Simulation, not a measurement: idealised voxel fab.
A process module follows: voxel quadruple lines.
Cross-sectional view cut (width: 285 nm; square cell size: 5 nm).
A cross-section is written here as square cells arranged in a grid, and it is given in bands from the top down, each band taking up one or more rows of cells. For a band, the entry starts with two heights in nm, that of the top and then that of the bottom, and carries on with the band's materials in order from left to right, each alongside its width in nm; the word "throughout" beside a single material means it fills the band edge to edge, and "blank" means empty space. Heights are expressed relative to 0, this being the level below which the as-received wafer comprises one material exclusively. The lowest band is unbounded in the downward direction and is denoted as in "z 0 and below". A width given as "30->40" starts at the first number in the band's top row and ends at the second number in its bottom row, shifting by an equal amount at every step from row to row. The designation "no modification", where it is given for a processing step, indicates that no cell of the cross-section was altered in the course of that step. Empty spaces without an open route to the top, at least 8 cells in extent, make up the entry "Listed closed voids"; each is given as width x height at distance, where the distance is measured from the left edge, and all are in nm. Past the settings on a step's line: simulator remark, on that step. When a step includes a mask, the "overlay nm" setting on its line states how far to the right of its planned place that mask lay, and negative values state how far to the left.
Set out below are the planned steps of the process
1 op RECEIVE | material Si
2 op CONFORMAL_DEP | material SiO2 | thk nm 10
3 op DIRECTIONAL_DEP | material TiN | thk nm 10
4 op DIRECTIONAL_DEP | material polySi | thk nm 15
5 op DIRECTIONAL_DEP | material aC | thk nm 25
6 op PATTERN | tone cover | mask id MANDREL | material resist | width nm 25 | thk nm 35 | overlay nm 0
7 op DIRECTIONAL_ETCH | etch materials aC | depth nm 25
8 op STRIP | etch materials resist
9 op CONFORMAL_DEP | material SiO2 | thk nm 15
10 op DIRECTIONAL_ETCH | etch materials SiO2 | depth nm 15
11 op STRIP | etch materials aC
12 op DIRECTIONAL_ETCH | etch materials polySi | depth nm 5
13 op STRIP | etch materials SiO2
14 op CONFORMAL_DEP | material SiN | thk nm 5
15 op DIRECTIONAL_ETCH | etch materials SiN | depth nm 5
16 op STRIP | etch materials polySi
17 op DIRECTIONAL_ETCH | etch materials TiN | depth nm 10
18 op STRIP | etch materials SiN
Split variable: depth nm, step 12. Plan value = first wafer. Wafers start alike.
First of several wafers, received after step 1, in cross-section
* z 0 and below  Si throughout
* Listed closed voids: none
Module end state after final step 18: cross-section of the first of several wafers
* z 10 to 0  SiO2 throughout
* z 0 and below  Si throughout
* Listed closed voids: none
Last wafer, end of module, cross-section
* z 20 to 10  blank 110 nm, then TiN 5 nm, then blank 15 nm, then TiN 5 nm, then blank 15 nm, then TiN 5 nm, then blank 15 nm, then TiN 5 nm, then blank 110 nm
* z 10 to 0  SiO2 throughout
* z 0 and below  Si throughout
* Listed closed voids: none
Every row in this table is a wafer at the end of the module, and it gives, for each of the materials, the cells that wafer has gained (+) or lost (-) since it was received, then its closed voids
depth nm 5 | +114 SiO2 | Listed closed voids: none
depth nm 10 | +114 SiO2 | Listed closed voids: none
depth nm 15 | +114 SiO2 | +8 TiN | Listed closed voids: none
depth nm 20 | +114 SiO2 | +8 TiN | Listed closed voids: none
depth nm 25 | +114 SiO2 | +8 TiN | Listed closed voids: none
depth nm 30 | +114 SiO2 | +8 TiN | Listed closed voids: none
